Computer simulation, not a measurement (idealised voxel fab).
process module | voxel spacer lines
cross-section cut | 225 nm wide | cells 5 nm
A cross-section is a grid of square cells, given in bands from the top down. A band is one or more rows of cells.
Each band's line starts with the height of the band's top and of its bottom, in nm. Then come its materials from left to right, each with its width in nm. One material with "throughout" fills the band from edge to edge. "air" is empty space.
Height 0 is the level under which the wafer as received is all one material. The lowest band goes on downwards, as in "0 down".
A width such as "30 to 40" changes by the same amount from each row of cells to the next, from the band's top row to its bottom row.
"no change" after a step means that no cell of the cross-section changed.
closed voids: empty space of 8 cells or more with no open way to the top, each as width x height at its distance from the left edge, in nm
after a step's settings: what the simulator itself notes on the step
overlay nm, on a step with a mask: how far to the right of its planned place the mask lay; to the left if negative
plan
1 op RECEIVE | material Si
2 op CONFORMAL_DEP | material Al2O3 | thk nm 5
3 op DIRECTIONAL_DEP | material W | thk nm 10
4 op DIRECTIONAL_DEP | material aC | thk nm 30
5 op PATTERN | tone cover | mask id MANDREL | material resist | width nm 25 | pitch nm 70 | thk nm 40 | overlay nm 0
6 op DIRECTIONAL_ETCH | etch materials aC | depth nm 30
7 op STRIP | etch materials resist
8 op CONFORMAL_DEP | material SiO2 | thk nm 10
9 op DIRECTIONAL_ETCH | etch materials SiO2 | depth nm 10
10 op STRIP | etch materials aC
11 op DIRECTIONAL_ETCH | etch materials W | depth nm 10
12 op STRIP | etch materials SiO2
13 op FILL_DEP | material SiO2 | thk nm 5
14 op CMP | height nm 15
first wafer, as planned
as received, after step 1
  0 down: Si throughout
  closed voids: none
after step 2
  5 to 0: Al2O3 throughout
  below 0: unchanged
after step 3
  15 to 5: W throughout
  below 5: unchanged
after step 4
  45 to 15: aC throughout
  below 15: unchanged
after step 5
  85 to 45: air 30 | resist 25 | air 45 | resist 25 | air 45 | resist 25 | air 30
  below 45: unchanged
after step 6
  55 to 45: air 30 | resist 25 | air 45 | resist 25 | air 45 | resist 25 | air 30
  45 to 15: air 30 | aC 25 | air 45 | aC 25 | air 45 | aC 25 | air 30
  below 15: unchanged
after step 7
  45 to 15: air 30 | aC 25 | air 45 | aC 25 | air 45 | aC 25 | air 30
  below 15: unchanged
after step 8
  55 to 45: air 20 | SiO2 45 | air 25 | SiO2 45 | air 25 | SiO2 45 | air 20
  45 to 25: air 20 | SiO2 10 | aC 25 | SiO2 10 | air 25 | SiO2 10 | aC 25 | SiO2 10 | air 25 | SiO2 10 | aC 25 | SiO2 10 | air 20
  25 to 15: SiO2 30 | aC 25 | SiO2 45 | aC 25 | SiO2 45 | aC 25 | SiO2 30
  below 15: unchanged
after step 9
  45 to 15: air 20 | SiO2 10 | aC 25 | SiO2 10 | air 25 | SiO2 10 | aC 25 | SiO2 10 | air 25 | SiO2 10 | aC 25 | SiO2 10 | air 20
  below 15: unchanged
after step 10
  45 to 15: air 20 | SiO2 10 | air 25 | SiO2 10 | air 25 | SiO2 10 | air 25 | SiO2 10 | air 25 | SiO2 10 | air 25 | SiO2 10 | air 20
  below 15: unchanged
after step 11
  45 to 15: air 20 | SiO2 10 | air 25 | SiO2 10 | air 25 | SiO2 10 | air 25 | SiO2 10 | air 25 | SiO2 10 | air 25 | SiO2 10 | air 20
  15 to 5: air 20 | W 10 | air 25 | W 10 | air 25 | W 10 | air 25 | W 10 | air 25 | W 10 | air 25 | W 10 | air 20
  below 5: unchanged
after step 12
  15 to 5: air 20 | W 10 | air 25 | W 10 | air 25 | W 10 | air 25 | W 10 | air 25 | W 10 | air 25 | W 10 | air 20
  below 5: unchanged
after step 13
  20 to 15: SiO2 throughout
  15 to 5: SiO2 20 | W 10 | SiO2 25 | W 10 | SiO2 25 | W 10 | SiO2 25 | W 10 | SiO2 25 | W 10 | SiO2 25 | W 10 | SiO2 20
  below 5: unchanged
after step 14
  15 to 5: SiO2 20 | W 10 | SiO2 25 | W 10 | SiO2 25 | W 10 | SiO2 25 | W 10 | SiO2 25 | W 10 | SiO2 25 | W 10 | SiO2 20
  below 5: unchanged
second wafer: like start, like plan, one mistake. Through step 13 it matches the first wafer
when step 14 should have ended
  5 to 0: Al2O3 throughout
  below 0: unchanged
what went wrong: step 14 ran as: op CMP | height nm 5
at the end the second wafer has, in cells: 66 fewer of SiO2 | 24 fewer of W
